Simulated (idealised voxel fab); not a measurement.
Module name: voxel spacer lines (process module)
Square cell edge 5 nm, section width 295 nm, ID cut.
If you're reading a cross-section in this doc, picture square cells in a grid; it comes to you as bands, top ones listed first down to the bottom, and a band can be one or more rows of cells. The entry gives the band's vertical extent as a top height and a bottom height in nm, then its horizontal make-up as materials from left to right, each with a width in nm. "blank" stands for empty space; a single material marked "all across" fills the band edge to edge. Height reference: 0 = level under which incoming wafer is all one material. Lowest band: no bottom, runs on downward, e.g. "0 -> down". Graded width ("30..40"): value in top row of band = first number; value in bottom row = second number; row-to-row change constant. Basically "nothing different" means that step didn't change any cell in the cross-section. Look at "Entrapped void list" for the closed voids: empty spaces with no open path to the top, sized 8 cells or up. Each is width x height at distance, distance from the left edge, all nm. Anything after a step's settings on that line? It's the simulator's own note about the step. overlay nm: right-of-plan distance of the mask on a masked step; negative values mean left-of-plan.

The steps planned for the process are as follows:
step 1: RECEIVE, material Si
step 2: CONFORMAL_DEP, material Al2O3, thk nm 5
step 3: DIRECTIONAL_DEP, material polySi, thk nm 10
step 4: DIRECTIONAL_DEP, material aC, thk nm 25
step 5: PATTERN, tone cover, mask id MANDREL, material resist, width nm 20, pitch nm 60, thk nm 35, overlay nm 0
step 6: DIRECTIONAL_ETCH, etch materials aC, depth nm 25
step 7: STRIP, etch materials resist
step 8: CONFORMAL_DEP, material SiO2, thk nm 10
step 9: DIRECTIONAL_ETCH, etch materials SiO2, depth nm 10
step 10: STRIP, etch materials aC
step 11: DIRECTIONAL_ETCH, etch materials polySi, depth nm 10
step 12: STRIP, etch materials SiO2
step 13: FILL_DEP, material lowk, thk nm 5
step 14: CMP, height nm 15

The first of the two wafers, which ran as planned:

Cross-section of the incoming wafer, state after step 1:
	0 -> down: Si all across
	Entrapped void list: none

How the wafer stands in section after step 2:
	5 -> 0: Al2O3 all across
	below 0: unchanged

How the wafer stands in section after step 3:
	15 -> 5: polySi all across
	below 5: unchanged

How the wafer stands in section after step 4:
	40 -> 15: aC all across
	below 15: unchanged

How the wafer stands in section after step 5:
	75 -> 40: blank: 75  resist: 20  blank: 40  resist: 20  blank: 40  resist: 20  blank: 80
	below 40: unchanged

How the wafer stands in section after step 6:
	50 -> 40: blank: 75  resist: 20  blank: 40  resist: 20  blank: 40  resist: 20  blank: 80
	40 -> 15: blank: 75  aC: 20  blank: 40  aC: 20  blank: 40  aC: 20  blank: 80
	below 15: unchanged

How the wafer stands in section after step 7:
	40 -> 15: blank: 75  aC: 20  blank: 40  aC: 20  blank: 40  aC: 20  blank: 80
	below 15: unchanged

How the wafer stands in section after step 8:
	50 -> 40: blank: 65  SiO2: 40  blank: 20  SiO2: 40  blank: 20  SiO2: 40  blank: 70
	40 -> 25: blank: 65  SiO2: 10  aC: 20  SiO2: 10  blank: 20  SiO2: 10  aC: 20  SiO2: 10  blank: 20  SiO2: 10  aC: 20  SiO2: 10  blank: 70
	25 -> 15: SiO2: 75  aC: 20  SiO2: 40  aC: 20  SiO2: 40  aC: 20  SiO2: 80
	below 15: unchanged

How the wafer stands in section after step 9:
	40 -> 15: blank: 65  SiO2: 10  aC: 20  SiO2: 10  blank: 20  SiO2: 10  aC: 20  SiO2: 10  blank: 20  SiO2: 10  aC: 20  SiO2: 10  blank: 70
	below 15: unchanged

How the wafer stands in section after step 10:
	40 -> 15: blank: 65  SiO2: 10  blank: 20  SiO2: 10  blank: 20  SiO2: 10  blank: 20  SiO2: 10  blank: 20  SiO2: 10  blank: 20  SiO2: 10  blank: 70
	below 15: unchanged

How the wafer stands in section after step 11:
	40 -> 15: blank: 65  SiO2: 10  blank: 20  SiO2: 10  blank: 20  SiO2: 10  blank: 20  SiO2: 10  blank: 20  SiO2: 10  blank: 20  SiO2: 10  blank: 70
	15 -> 5: blank: 65  polySi: 10  blank: 20  polySi: 10  blank: 20  polySi: 10  blank: 20  polySi: 10  blank: 20  polySi: 10  blank: 20  polySi: 10  blank: 70
	below 5: unchanged

How the wafer stands in section after step 12:
	15 -> 5: blank: 65  polySi: 10  blank: 20  polySi: 10  blank: 20  polySi: 10  blank: 20  polySi: 10  blank: 20  polySi: 10  blank: 20  polySi: 10  blank: 70
	below 5: unchanged

How the wafer stands in section after step 13:
	20 -> 15: lowk all across
	15 -> 5: lowk: 65  polySi: 10  lowk: 20  polySi: 10  lowk: 20  polySi: 10  lowk: 20  polySi: 10  lowk: 20  polySi: 10  lowk: 20  polySi: 10  lowk: 70
	below 5: unchanged

How the wafer stands in section after step 14:
	15 -> 5: lowk: 65  polySi: 10  lowk: 20  polySi: 10  lowk: 20  polySi: 10  lowk: 20  polySi: 10  lowk: 20  polySi: 10  lowk: 20  polySi: 10  lowk: 70
	below 5: unchanged

Wafer two. Identical start, identical plan. One mistake in execution. Identical history through step 1:

Cross-section, second wafer, at the end time the plan gives for step 2:
	5 -> 0: polySi all across
	below 0: unchanged

Cross-section, second wafer, at the end time the plan gives for step 3:
	15 -> 0: polySi all across
	below 0: unchanged

Cross-section, second wafer, at the end time the plan gives for step 4:
	40 -> 15: aC all across
	below 15: unchanged

Cross-section, second wafer, at the end time the plan gives for step 5:
	75 -> 40: blank: 75  resist: 20  blank: 40  resist: 20  blank: 40  resist: 20  blank: 80
	below 40: unchanged

Cross-section, second wafer, at the end time the plan gives for step 6:
	50 -> 40: blank: 75  resist: 20  blank: 40  resist: 20  blank: 40  resist: 20  blank: 80
	40 -> 15: blank: 75  aC: 20  blank: 40  aC: 20  blank: 40  aC: 20  blank: 80
	below 15: unchanged

Cross-section, second wafer, at the end time the plan gives for step 7:
	40 -> 15: blank: 75  aC: 20  blank: 40  aC: 20  blank: 40  aC: 20  blank: 80
	below 15: unchanged

Cross-section, second wafer, at the end time the plan gives for step 8:
	50 -> 40: blank: 65  SiO2: 40  blank: 20  SiO2: 40  blank: 20  SiO2: 40  blank: 70
	40 -> 25: blank: 65  SiO2: 10  aC: 20  SiO2: 10  blank: 20  SiO2: 10  aC: 20  SiO2: 10  blank: 20  SiO2: 10  aC: 20  SiO2: 10  blank: 70
	25 -> 15: SiO2: 75  aC: 20  SiO2: 40  aC: 20  SiO2: 40  aC: 20  SiO2: 80
	below 15: unchanged

Cross-section, second wafer, at the end time the plan gives for step 9:
	40 -> 15: blank: 65  SiO2: 10  aC: 20  SiO2: 10  blank: 20  SiO2: 10  aC: 20  SiO2: 10  blank: 20  SiO2: 10  aC: 20  SiO2: 10  blank: 70
	below 15: unchanged

Cross-section, second wafer, at the end time the plan gives for step 10:
	40 -> 15: blank: 65  SiO2: 10  blank: 20  SiO2: 10  blank: 20  SiO2: 10  blank: 20  SiO2: 10  blank: 20  SiO2: 10  blank: 20  SiO2: 10  blank: 70
	below 15: unchanged

Cross-section, second wafer, at the end time the plan gives for step 11:
	40 -> 15: blank: 65  SiO2: 10  blank: 20  SiO2: 10  blank: 20  SiO2: 10  blank: 20  SiO2: 10  blank: 20  SiO2: 10  blank: 20  SiO2: 10  blank: 70
	15 -> 5: blank: 65  polySi: 10  blank: 20  polySi: 10  blank: 20  polySi: 10  blank: 20  polySi: 10  blank: 20  polySi: 10  blank: 20  polySi: 10  blank: 70
	below 5: unchanged

Cross-section, second wafer, at the end time the plan gives for step 12:
	15 -> 5: blank: 65  polySi: 10  blank: 20  polySi: 10  blank: 20  polySi: 10  blank: 20  polySi: 10  blank: 20  polySi: 10  blank: 20  polySi: 10  blank: 70
	below 5: unchanged

Cross-section, second wafer, at the end time the plan gives for step 13:
	20 -> 15: lowk all across
	15 -> 5: lowk: 65  polySi: 10  lowk: 20  polySi: 10  lowk: 20  polySi: 10  lowk: 20  polySi: 10  lowk: 20  polySi: 10  lowk: 20  polySi: 10  lowk: 70
	below 5: unchanged

Cross-section, second wafer, at the end time the plan gives for step 14:
	15 -> 5: lowk: 65  polySi: 10  lowk: 20  polySi: 10  lowk: 20  polySi: 10  lowk: 20  polySi: 10  lowk: 20  polySi: 10  lowk: 20  polySi: 10  lowk: 70
	below 5: unchanged
Misprocessing identified: step 2 was not run as planned; what actually ran was CONFORMAL_DEP, material polySi, thk nm 5
Final comparison by cell count, materials where the second wafer has more or fewer than the first: Al2O3: 59 fewer | polySi: 59 more
